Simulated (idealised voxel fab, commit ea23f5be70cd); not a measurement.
process module | voxel transistor to metal
cross-section cut | 270 nm wide | cells 5 nm
A cross-section is a grid of square cells, given in bands from the top down. A band is one or more rows of cells.
Each band's line starts with the height of the band's top and of its bottom, in nm. Then come its materials from left to right, each with its width in nm. One material with "throughout" fills the band from edge to edge. "air" is empty space.
Height 0 is the level under which the wafer as received is all one material. The lowest band goes on downwards, as in "0 down".
A width such as "30 to 40" changes by the same amount from each row of cells to the next, from the band's top row to its bottom row.
"no change" after a step means that no cell of the cross-section changed.
closed voids: empty space of 8 cells or more with no open way to the top, each as width x height at its distance from the left edge, in nm
after a step's settings: what the simulator itself notes on the step
overlay nm, on a step with a mask: how far to the right of its planned place the mask lay; to the left if negative
plan
1 op RECEIVE | material Si
2 op CONFORMAL_DEP | material SiO2 | thk nm 5
3 op CONFORMAL_DEP | material SiN | thk nm 15
4 op PATTERN | tone cover | mask id ACTIVE | material resist | width nm 100 | pitch nm 130 | thk nm 20 | overlay nm 0
5 op DIRECTIONAL_ETCH | etch materials SiN | depth nm 15
6 op DIRECTIONAL_ETCH | etch materials SiO2 | depth nm 5
7 op DIRECTIONAL_ETCH | etch materials Si | depth nm 30
8 op STRIP | etch materials resist
9 op OXIDIZE | depth nm 5
10 op FILL_DEP | material SiO2 | thk nm 5
11 op CMP | height nm 20
12 op SELECTIVE_ETCH | etch materials SiO2 | depth nm 15
13 op STRIP | etch materials SiN
14 op SELECTIVE_ETCH | etch materials SiO2 | depth nm 5
15 op OXIDIZE | depth nm 5
16 op DIRECTIONAL_DEP | material polySi | thk nm 25
17 op DIRECTIONAL_DEP | material SiCN | thk nm 10
18 op MASKED_ETCH | tone cover | mask id GATE | width nm 20 | pitch nm 130 | etch materials SiCN | depth nm 20 | overlay nm 0
19 op MASKED_ETCH | tone cover | mask id GATE | width nm 20 | pitch nm 130 | etch materials polySi | depth nm 35 | overlay nm 0
20 op CONFORMAL_DEP | material SiO2 | thk nm 5
21 op DIRECTIONAL_ETCH | etch materials SiO2 | depth nm 5
22 op CONFORMAL_DEP | material SiN | thk nm 5
23 op DIRECTIONAL_ETCH | etch materials SiN | depth nm 5
24 op DIRECTIONAL_ETCH | etch materials SiO2 | depth nm 5
25 op DIRECTIONAL_ETCH | etch materials Si | depth nm 15
26 op EPI | material pSi | thk nm 20
27 op FILL_DEP | material SiO2 | thk nm 5
28 op CMP | height nm 35
29 op DIRECTIONAL_DEP | material SiO2 | thk nm 15
30 op MASKED_ETCH | tone open | mask id CONTACT | width nm 15 | etch materials SiO2 | depth nm 50 | overlay nm 0
31 op CONFORMAL_DEP | material TiN | thk nm 5
32 op FILL_DEP | material Ru | thk nm 10
33 op CMP | height nm 50
34 op CONFORMAL_DEP | material SiN | thk nm 5
35 op DIRECTIONAL_DEP | material lowk | thk nm 15
36 op PATTERN | tone open | mask id METAL_1 | material resist | width nm 15 | thk nm 20 | overlay nm 0
37 op DIRECTIONAL_ETCH | etch materials lowk | depth nm 15
38 op DIRECTIONAL_ETCH | etch materials SiN | depth nm 5
39 op STRIP | etch materials resist
40 op CONFORMAL_DEP | material TiN | thk nm 5
41 op FILL_DEP | material W | thk nm 5
42 op CMP | height nm 70
43 op EPI | material Ru | thk nm 5
44 op FILL_DEP | material SiCN | thk nm 5
varied across the wafers: thk nm of step 34. The plan shows the first wafer's value. All wafers start alike
first wafer as received, after step 1
  0 down: Si throughout
  closed voids: none
first wafer at the end, after step 44
  80 to 75: SiCN throughout
  75 to 70: SiCN 20 | Ru 25 | SiCN 50 | Ru 25 | SiCN 30 | Ru 25 | SiCN 50 | Ru 25 | SiCN 20
  70 to 55: lowk 25 | TiN 5 | W 5 | TiN 5 | lowk 60 | TiN 5 | W 5 | TiN 5 | lowk 40 | TiN 5 | W 5 | TiN 5 | lowk 60 | TiN 5 | W 5 | TiN 5 | lowk 25
  55 to 50: SiN 25 | TiN 15 | SiN 60 | TiN 15 | SiN 40 | TiN 15 | SiN 60 | TiN 15 | SiN 25
  50 to 35: SiO2 25 | TiN 5 | Ru 5 | TiN 5 | SiO2 60 | TiN 5 | Ru 5 | TiN 5 | SiO2 40 | TiN 5 | Ru 5 | TiN 5 | SiO2 60 | TiN 5 | Ru 5 | TiN 5 | SiO2 25
  35 to 25: SiO2 25 | TiN 5 | Ru 5 | TiN 5 | SiO2 10 | SiN 5 | SiO2 5 | SiCN 20 | SiO2 5 | SiN 5 | SiO2 10 | TiN 5 | Ru 5 | TiN 5 | SiO2 40 | TiN 5 | Ru 5 | TiN 5 | SiO2 10 | SiN 5 | SiO2 5 | SiCN 20 | SiO2 5 | SiN 5 | SiO2 10 | TiN 5 | Ru 5 | TiN 5 | SiO2 25
  25 to 20: SiO2 25 | TiN 5 | Ru 5 | TiN 5 | SiO2 10 | SiN 5 | SiO2 5 | polySi 20 | SiO2 5 | SiN 5 | SiO2 10 | TiN 5 | Ru 5 | TiN 5 | SiO2 40 | TiN 5 | Ru 5 | TiN 5 | SiO2 10 | SiN 5 | SiO2 5 | polySi 20 | SiO2 5 | SiN 5 | SiO2 10 | TiN 5 | Ru 5 | TiN 5 | SiO2 25
  20 to 15: SiO2 25 | TiN 15 | SiO2 10 | SiN 5 | SiO2 5 | polySi 20 | SiO2 5 | SiN 5 | SiO2 10 | TiN 15 | SiO2 40 | TiN 15 | SiO2 10 | SiN 5 | SiO2 5 | polySi 20 | SiO2 5 | SiN 5 | SiO2 10 | TiN 15 | SiO2 25
  15 to 0: SiO2 25 | TiN 5 | pSi 20 | SiN 5 | SiO2 5 | polySi 20 | SiO2 5 | SiN 5 | pSi 20 | TiN 5 | SiO2 40 | TiN 5 | pSi 20 | SiN 5 | SiO2 5 | polySi 20 | SiO2 5 | SiN 5 | pSi 20 | TiN 5 | SiO2 25
  0 to -5: SiO2 20 | pSi 30 | SiO2 40 | pSi 30 | SiO2 30 | pSi 30 | SiO2 40 | pSi 30 | SiO2 20
  -5 to -20: SiO2 25 | pSi 25 | Si 40 | pSi 25 | SiO2 40 | pSi 25 | Si 40 | pSi 25 | SiO2 25
  -20 to -35: SiO2 25 | Si 90 | SiO2 40 | Si 90 | SiO2 25
  -35 down: Si throughout
  closed voids: none
last wafer at the end
  80 to 75: SiCN throughout
  75 to 70: SiCN 20 | Ru 25 | SiCN 50 | Ru 25 | SiCN 30 | Ru 25 | SiCN 50 | Ru 25 | SiCN 20
  70 to 65: SiN 25 | TiN 15 | SiN 60 | TiN 15 | SiN 40 | TiN 15 | SiN 60 | TiN 15 | SiN 25
  65 to 50: SiN throughout
  50 to 35: SiO2 25 | TiN 5 | Ru 5 | TiN 5 | SiO2 60 | TiN 5 | Ru 5 | TiN 5 | SiO2 40 | TiN 5 | Ru 5 | TiN 5 | SiO2 60 | TiN 5 | Ru 5 | TiN 5 | SiO2 25
  35 to 25: SiO2 25 | TiN 5 | Ru 5 | TiN 5 | SiO2 10 | SiN 5 | SiO2 5 | SiCN 20 | SiO2 5 | SiN 5 | SiO2 10 | TiN 5 | Ru 5 | TiN 5 | SiO2 40 | TiN 5 | Ru 5 | TiN 5 | SiO2 10 | SiN 5 | SiO2 5 | SiCN 20 | SiO2 5 | SiN 5 | SiO2 10 | TiN 5 | Ru 5 | TiN 5 | SiO2 25
  25 to 20: SiO2 25 | TiN 5 | Ru 5 | TiN 5 | SiO2 10 | SiN 5 | SiO2 5 | polySi 20 | SiO2 5 | SiN 5 | SiO2 10 | TiN 5 | Ru 5 | TiN 5 | SiO2 40 | TiN 5 | Ru 5 | TiN 5 | SiO2 10 | SiN 5 | SiO2 5 | polySi 20 | SiO2 5 | SiN 5 | SiO2 10 | TiN 5 | Ru 5 | TiN 5 | SiO2 25
  20 to 15: SiO2 25 | TiN 15 | SiO2 10 | SiN 5 | SiO2 5 | polySi 20 | SiO2 5 | SiN 5 | SiO2 10 | TiN 15 | SiO2 40 | TiN 15 | SiO2 10 | SiN 5 | SiO2 5 | polySi 20 | SiO2 5 | SiN 5 | SiO2 10 | TiN 15 | SiO2 25
  15 to 0: SiO2 25 | TiN 5 | pSi 20 | SiN 5 | SiO2 5 | polySi 20 | SiO2 5 | SiN 5 | pSi 20 | TiN 5 | SiO2 40 | TiN 5 | pSi 20 | SiN 5 | SiO2 5 | polySi 20 | SiO2 5 | SiN 5 | pSi 20 | TiN 5 | SiO2 25
  0 to -5: SiO2 20 | pSi 30 | SiO2 40 | pSi 30 | SiO2 30 | pSi 30 | SiO2 40 | pSi 30 | SiO2 20
  -5 to -20: SiO2 25 | pSi 25 | Si 40 | pSi 25 | SiO2 40 | pSi 25 | Si 40 | pSi 25 | SiO2 25
  -20 to -35: SiO2 25 | Si 90 | SiO2 40 | Si 90 | SiO2 25
  -35 down: Si throughout
  closed voids: none
each wafer at the end: cells of each material gained (+) or lost (-) since it was received, then its closed voids
thk nm 5 | +44 Ru | -222 Si | +104 SiCN | +70 SiN | +450 SiO2 | +108 TiN | +12 W | +126 lowk | +132 pSi | +40 polySi | closed voids: none
thk nm 10 | +44 Ru | -222 Si | +104 SiCN | +124 SiN | +450 SiO2 | +100 TiN | +8 W | +84 lowk | +132 pSi | +40 polySi | closed voids: none
thk nm 15 | +44 Ru | -222 Si | +104 SiCN | +178 SiN | +450 SiO2 | +92 TiN | +4 W | +42 lowk | +132 pSi | +40 polySi | closed voids: none
thk nm 20 | +44 Ru | -222 Si | +104 SiCN | +232 SiN | +450 SiO2 | +84 TiN | +132 pSi | +40 polySi | closed voids: none
